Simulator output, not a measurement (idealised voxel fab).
process module | voxel self aligned vias
cross-section cut | 235 nm wide | cells 5 nm
A cross-section is a grid of square cells, given in bands from the top down. A band is one or more rows of cells.
Each band's line starts with the height of the band's top and of its bottom, in nm. Then come its materials from left to right, each with its width in nm. One material with "throughout" fills the band from edge to edge. "air" is empty space.
Height 0 is the level under which the wafer as received is all one material. The lowest band goes on downwards, as in "0 down".
A width such as "30 to 40" changes by the same amount from each row of cells to the next, from the band's top row to its bottom row.
"no change" after a step means that no cell of the cross-section changed.
closed voids: empty space of 8 cells or more with no open way to the top, each as width x height at its distance from the left edge, in nm
after a step's settings: what the simulator itself notes on the step
overlay nm, on a step with a mask: how far to the right of its planned place the mask lay; to the left if negative
plan
1 op RECEIVE | material Si
2 op CONFORMAL_DEP | material SiO2 | thk nm 10
3 op CONFORMAL_DEP | material SiCN | thk nm 5
4 op DIRECTIONAL_DEP | material SiO2 | thk nm 20
5 op PATTERN | tone open | mask id LINES | material resist | width nm 20 | pitch nm 60 | thk nm 20 | overlay nm 0
6 op DIRECTIONAL_ETCH | etch materials SiO2 | depth nm 20
7 op STRIP | etch materials resist
8 op CONFORMAL_DEP | material TiN | thk nm 5
9 op FILL_DEP | material Ru | thk nm 5
10 op CMP | height nm 35
11 op SELECTIVE_ETCH | etch materials W Ru TiN | depth nm 10
12 op FILL_DEP | material SiN | thk nm 5
13 op CMP | height nm 35
14 op DIRECTIONAL_DEP | material SiO2 | thk nm 20
15 op DIRECTIONAL_DEP | material aC | thk nm 15
16 op PATTERN | tone open | mask id VIAS | material resist | width nm 30 | thk nm 35 | overlay nm 0
17 op DIRECTIONAL_ETCH | etch materials aC | depth nm 15
18 op STRIP | etch materials resist
19 op DIRECTIONAL_ETCH | etch materials SiO2 | depth nm 20
20 op DIRECTIONAL_ETCH | etch materials SiN | depth nm 10
21 op STRIP | etch materials aC
22 op CONFORMAL_DEP | material TiN | thk nm 5
23 op FILL_DEP | material Ru | thk nm 5
24 op CMP | height nm 55
25 op CONFORMAL_DEP | material SiN | thk nm 5
as received, after step 1
  0 down: Si throughout
  closed voids: none
first wafer at the end, as planned
  60 to 55: SiN throughout
  55 to 40: SiO2 70 | TiN 5 | Ru 20 | TiN 5 | SiO2 135
  40 to 35: SiO2 70 | TiN 10 | Ru 10 | TiN 10 | SiO2 135
  35 to 30: SiO2 75 | TiN 5 | Ru 10 | TiN 5 | SiO2 40 | SiN 20 | SiO2 80
  30 to 25: SiO2 75 | TiN 20 | SiO2 40 | SiN 20 | SiO2 80
  25 to 20: SiO2 75 | TiN 5 | Ru 10 | TiN 5 | SiO2 40 | TiN 5 | Ru 10 | TiN 5 | SiO2 80
  20 to 15: SiO2 75 | TiN 20 | SiO2 40 | TiN 20 | SiO2 80
  15 to 10: SiCN throughout
  10 to 0: SiO2 throughout
  0 down: Si throughout
  closed voids: none
second wafer at the end: like start, like plan, one mistake
  60 to 55: SiN throughout
  55 to 35: SiO2 70 | TiN 5 | Ru 20 | TiN 5 | SiO2 135
  35 to 30: SiN 70 | TiN 10 | Ru 10 | TiN 10 | SiN 135
  30 to 25: SiO2 75 | TiN 20 | SiO2 40 | SiN 20 | SiO2 80
  25 to 15: SiO2 75 | TiN 5 | Ru 10 | TiN 5 | SiO2 40 | TiN 5 | Ru 10 | TiN 5 | SiO2 80
  15 to 10: SiO2 75 | TiN 20 | SiO2 40 | TiN 20 | SiO2 80
  10 to 0: SiO2 throughout
  0 down: Si throughout
  closed voids: none
what went wrong: step 3 was left out
at the end the second wafer has, in cells: 6 more of Ru | 47 fewer of SiCN | 37 more of SiN | 4 more of TiN
